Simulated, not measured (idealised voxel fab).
Process module name: voxel gate over fins
The cross-section shown here is cut; it is 295 nm wide and divided into square cells measuring 5 nm on a side.
Cross-section, as written here: a square-cell grid given band by band from the top down, where a band holds one or more rows of cells.
In this notation a band is specified by the heights of its top and bottom, in that order and in nm, after which its materials appear from left to right, each paired with its width in nm. The word "full width" attached to a single material means that material fills the band from edge to edge; the word "air" stands for empty space.
The level at which height equals 0 is the one under which the wafer, as it arrives, is entirely one material. No lower edge exists for the bottom band, which continues downward and is notated as in "0 -> down".
It should be noted that a width expressed as "30->40" varies in equal increments from row to row of cells within the band, taking the value of the first number at the top row and that of the second number at the bottom row.
"nothing changed" (step): cross-section cells unchanged, all of them.
Sealed-off cavities: empty space of 8 cells or more with no open way to the top, each as width x height at its distance from the left edge, in nm
On each step's line, the part that comes after the settings is the simulator's own comment on the step.
A step line may carry the setting "overlay nm", which, for steps involving a mask, states the distance by which the mask lay to the right of its intended position; negative values denote displacement to the left.
### Set out below are the planned steps of the process
1 RECEIVE, material Si
2 CONFORMAL_DEP, material SiN, thk nm 10
3 MASKED_ETCH, tone cover, mask id FINS, width nm 15, pitch nm 55, etch materials SiN, depth nm 10, overlay nm 0
4 MASKED_ETCH, tone cover, mask id FINS, width nm 15, pitch nm 55, etch materials Si, depth nm 35, overlay nm 0
5 FILL_DEP, material SiO2, thk nm 10
6 CMP, height nm 10
7 PATTERN, tone open, mask id RAIL, material resist, width nm 15, thk nm 15, overlay nm 0
8 DIRECTIONAL_ETCH, etch materials SiO2, depth nm 40
9 STRIP, etch materials resist
10 CONFORMAL_DEP, material TiN, thk nm 5
11 FILL_DEP, material Ru, thk nm 5
12 CMP, height nm 10
13 SELECTIVE_ETCH, etch materials W Ru TiN, depth nm 30
14 FILL_DEP, material SiO2, thk nm 5
15 CMP, height nm 10
16 SELECTIVE_ETCH, etch materials SiO2, depth nm 25
17 STRIP, etch materials SiN
18 CONFORMAL_DEP, material HfO2, thk nm 5
19 CONFORMAL_DEP, material TiN, thk nm 5
20 FILL_DEP, material W, thk nm 10
21 CMP, height nm 15
22 CONFORMAL_DEP, material SiCN, thk nm 10
varied across the wafers: width nm of step 7. The plan shows the first wafer's value. All wafers start alike
### This is how the first of several wafers looked in cross-section when it arrived, which is after step 1
- 0 -> down | Si full width
- Sealed-off cavities: none
### Gained (+) or lost (-) cells of each material since receipt, then closed voids: one row per wafer, at the end of the module
width nm 15; +71 HfO2; +1 Ru; -371 Si; +118 SiCN; +206 SiO2; +76 TiN; +194 W; Sealed-off cavities: none
width nm 20; +71 HfO2; +2 Ru; -371 Si; +118 SiCN; +204 SiO2; +77 TiN; +194 W; Sealed-off cavities: none
width nm 25; +71 HfO2; +3 Ru; -371 Si; +118 SiCN; +202 SiO2; +78 TiN; +194 W; Sealed-off cavities: none
width nm 30; +71 HfO2; +4 Ru; -371 Si; +118 SiCN; +200 SiO2; +79 TiN; +194 W; Sealed-off cavities: none
